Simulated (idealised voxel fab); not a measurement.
The process module that follows is named voxel wiring stack.
Xsec cut, 280 nm wide, square cell size 5 nm.
In this document a cross-section is written as a grid of square cells. It is given as a series of bands, listed from the top down, and a band is one or more rows of cells. Read a band's entry like this: the first values are the height of its top and the height of its bottom in nm, and what follows is the sequence of materials from left to right, each with its width in nm. Note that "air" is empty space, and that a single material marked "edge to edge" reaches across the band from edge to edge. Where do heights start? At 0: under that level the wafer as delivered is made of one material only. And the lowest band has no floor; it just carries on downward, as in "top 0, no bottom". So if you see something like "30 to 40" for the width, read it as the top row of the band sitting at the first number and the bottom row at the second, with every row in between moving by the same amount as the last. Where the words "no change occurred" appear for a step, the cross-section shows no cell changed by that step; every cell remained as before. The entry "Sealed void listing" lists the empty spaces that cover at least 8 cells and have no open path to the top. Each is written as width x height at distance, where the distance is measured from the left edge and all three values are in nm. Text after the settings on a step's line: the simulator's own remark on that step. overlay nm: mask right of planned place by this much (step with mask). Neg. = left.

### This section lists the process steps that were planned
1) RECEIVE [material Si]
2) CONFORMAL_DEP [material SiO2] [thk nm 15]
3) DIRECTIONAL_DEP [material TiN] [thk nm 5]
4) DIRECTIONAL_DEP [material Ru] [thk nm 25]
5) MASKED_ETCH [tone cover] [mask id METAL_1] [width nm 20] [pitch nm 50] [etch materials Ru] [depth nm 25] [overlay nm 0]
6) MASKED_ETCH [tone cover] [mask id METAL_1] [width nm 20] [pitch nm 50] [etch materials TiN] [depth nm 5] [overlay nm 0]
7) CONFORMAL_DEP [material SiCN] [thk nm 5]
8) FILL_DEP [material SiO2] [thk nm 5]
9) CMP [height nm 45]
10) CONFORMAL_DEP [material SiCN] [thk nm 5]
11) DIRECTIONAL_DEP [material lowk] [thk nm 20]
12) PATTERN [tone open] [mask id PLUG_1] [material resist] [width nm 15] [pitch nm 100] [thk nm 15] [overlay nm 0]
13) DIRECTIONAL_ETCH [etch materials lowk] [depth nm 20]
14) DIRECTIONAL_ETCH [etch materials SiCN] [depth nm 5]
15) STRIP [etch materials resist]
16) CONFORMAL_DEP [material TiN] [thk nm 5]
17) FILL_DEP [material W] [thk nm 5]
18) CMP [height nm 70]
19) DIRECTIONAL_DEP [material TiN] [thk nm 5]
20) DIRECTIONAL_DEP [material Ru] [thk nm 20]
21) DIRECTIONAL_DEP [material aC] [thk nm 10]
22) PATTERN [tone cover] [mask id METAL_2] [material resist] [width nm 20] [pitch nm 50] [thk nm 30] [overlay nm 0]
23) DIRECTIONAL_ETCH [etch materials aC] [depth nm 10]
24) STRIP [etch materials resist]
25) DIRECTIONAL_ETCH [etch materials Ru] [depth nm 20]
26) DIRECTIONAL_ETCH [etch materials TiN] [depth nm 5]
27) STRIP [etch materials aC]
28) CONFORMAL_DEP [material SiN] [thk nm 5]
29) FILL_DEP [material lowk] [thk nm 5]
30) CMP [height nm 95]
31) CONFORMAL_DEP [material SiCN] [thk nm 5]
32) DIRECTIONAL_DEP [material lowk] [thk nm 25]
33) MASKED_ETCH [tone open] [mask id METAL_3_HOLES] [width nm 15] [pitch nm 100] [etch materials lowk] [depth nm 25] [overlay nm 0]
34) PATTERN [tone open] [mask id METAL_3] [material resist] [width nm 20] [pitch nm 50] [thk nm 20] [overlay nm 0]
35) DIRECTIONAL_ETCH [etch materials lowk] [depth nm 15]
36) DIRECTIONAL_ETCH [etch materials SiCN] [depth nm 5]
37) STRIP [etch materials resist]
38) CONFORMAL_DEP [material TiN] [thk nm 5]
39) FILL_DEP [material Cu] [thk nm 5]
40) CMP [height nm 125]
41) CONFORMAL_DEP [material SiN] [thk nm 5]

### As received (post step 1): cross-section
top 0, no bottom | Si edge to edge
Sealed void listing: none

### First of two wafers at the end of the module, shown in cross-section; run carried out as planned
top 130, bottom 125 | SiN edge to edge
top 125, bottom 115 | 80 nm lowk; 5 nm TiN; 10 nm Cu; 5 nm TiN; 30 nm lowk; 5 nm TiN; 10 nm Cu; 5 nm TiN; 30 nm lowk; 5 nm TiN; 10 nm Cu; 5 nm TiN; 80 nm lowk
top 115, bottom 110 | 80 nm lowk; 5 nm TiN; 5 nm Cu; 10 nm TiN; 30 nm lowk; 20 nm TiN; 30 nm lowk; 5 nm TiN; 5 nm Cu; 10 nm TiN; 80 nm lowk
top 110, bottom 100 | 80 nm lowk; 5 nm TiN; 5 nm Cu; 5 nm TiN; 85 nm lowk; 5 nm TiN; 5 nm Cu; 5 nm TiN; 85 nm lowk
top 100, bottom 95 | 80 nm SiCN; 15 nm TiN; 85 nm SiCN; 15 nm TiN; 85 nm SiCN
top 95, bottom 75 | 75 nm lowk; 5 nm SiN; 20 nm Ru; 5 nm SiN; 20 nm lowk; 5 nm SiN; 20 nm Ru; 5 nm SiN; 20 nm lowk; 5 nm SiN; 20 nm Ru; 5 nm SiN; 75 nm lowk
top 75, bottom 70 | 80 nm SiN; 20 nm TiN; 30 nm SiN; 20 nm TiN; 30 nm SiN; 20 nm TiN; 80 nm SiN
top 70, bottom 50 | 80 nm lowk; 5 nm TiN; 5 nm W; 5 nm TiN; 85 nm lowk; 5 nm TiN; 5 nm W; 5 nm TiN; 85 nm lowk
top 50, bottom 45 | 80 nm SiCN; 15 nm TiN; 85 nm SiCN; 15 nm TiN; 85 nm SiCN
top 45, bottom 20 | 75 nm SiO2; 5 nm SiCN; 20 nm Ru; 5 nm SiCN; 20 nm SiO2; 5 nm SiCN; 20 nm Ru; 5 nm SiCN; 20 nm SiO2; 5 nm SiCN; 20 nm Ru; 5 nm SiCN; 75 nm SiO2
top 20, bottom 15 | 80 nm SiCN; 20 nm TiN; 30 nm SiCN; 20 nm TiN; 30 nm SiCN; 20 nm TiN; 80 nm SiCN
top 15, bottom 0 | SiO2 edge to edge
top 0, no bottom | Si edge to edge
Sealed void listing: none

### Wafer two, sectioned after the module: the first wafer's start, the first wafer's plan, and one mistake in how it was run
top 130, bottom 125 | SiN edge to edge
top 125, bottom 115 | 80 nm lowk; 5 nm TiN; 10 nm Cu; 5 nm TiN; 30 nm lowk; 5 nm TiN; 10 nm Cu; 5 nm TiN; 30 nm lowk; 5 nm TiN; 10 nm Cu; 5 nm TiN; 80 nm lowk
top 115, bottom 110 | 80 nm lowk; 5 nm TiN; 5 nm Cu; 10 nm TiN; 30 nm lowk; 20 nm TiN; 30 nm lowk; 5 nm TiN; 5 nm Cu; 10 nm TiN; 80 nm lowk
top 110, bottom 100 | 80 nm lowk; 5 nm TiN; 5 nm Cu; 5 nm TiN; 85 nm lowk; 5 nm TiN; 5 nm Cu; 5 nm TiN; 85 nm lowk
top 100, bottom 95 | 80 nm SiCN; 15 nm TiN; 85 nm SiCN; 15 nm TiN; 85 nm SiCN
top 95, bottom 75 | 80 nm lowk; 5 nm SiN; 15 nm Ru; 5 nm SiN; 25 nm lowk; 5 nm SiN; 15 nm Ru; 5 nm SiN; 25 nm lowk; 5 nm SiN; 15 nm Ru; 5 nm SiN; 75 nm lowk
top 75, bottom 70 | 85 nm SiN; 15 nm TiN; 35 nm SiN; 15 nm TiN; 35 nm SiN; 15 nm TiN; 80 nm SiN
top 70, bottom 50 | 80 nm lowk; 5 nm TiN; 5 nm W; 5 nm TiN; 85 nm lowk; 5 nm TiN; 5 nm W; 5 nm TiN; 85 nm lowk
top 50, bottom 45 | 80 nm SiCN; 15 nm TiN; 85 nm SiCN; 15 nm TiN; 85 nm SiCN
top 45, bottom 20 | 75 nm SiO2; 5 nm SiCN; 20 nm Ru; 5 nm SiCN; 20 nm SiO2; 5 nm SiCN; 20 nm Ru; 5 nm SiCN; 20 nm SiO2; 5 nm SiCN; 20 nm Ru; 5 nm SiCN; 75 nm SiO2
top 20, bottom 15 | 80 nm SiCN; 20 nm TiN; 30 nm SiCN; 20 nm TiN; 30 nm SiCN; 20 nm TiN; 80 nm SiCN
top 15, bottom 0 | SiO2 edge to edge
top 0, no bottom | Si edge to edge
Sealed void listing: none
Run error: step 22 was processed under conditions differing from the plan, specifically as PATTERN [tone cover] [mask id METAL_2] [material resist] [width nm 15] [pitch nm 50] [thk nm 30] [overlay nm 0]
Wafer comparison, final, in cells, second relative to first, materials more or fewer: -12 Ru | +3 SiN | -3 TiN | +12 lowk
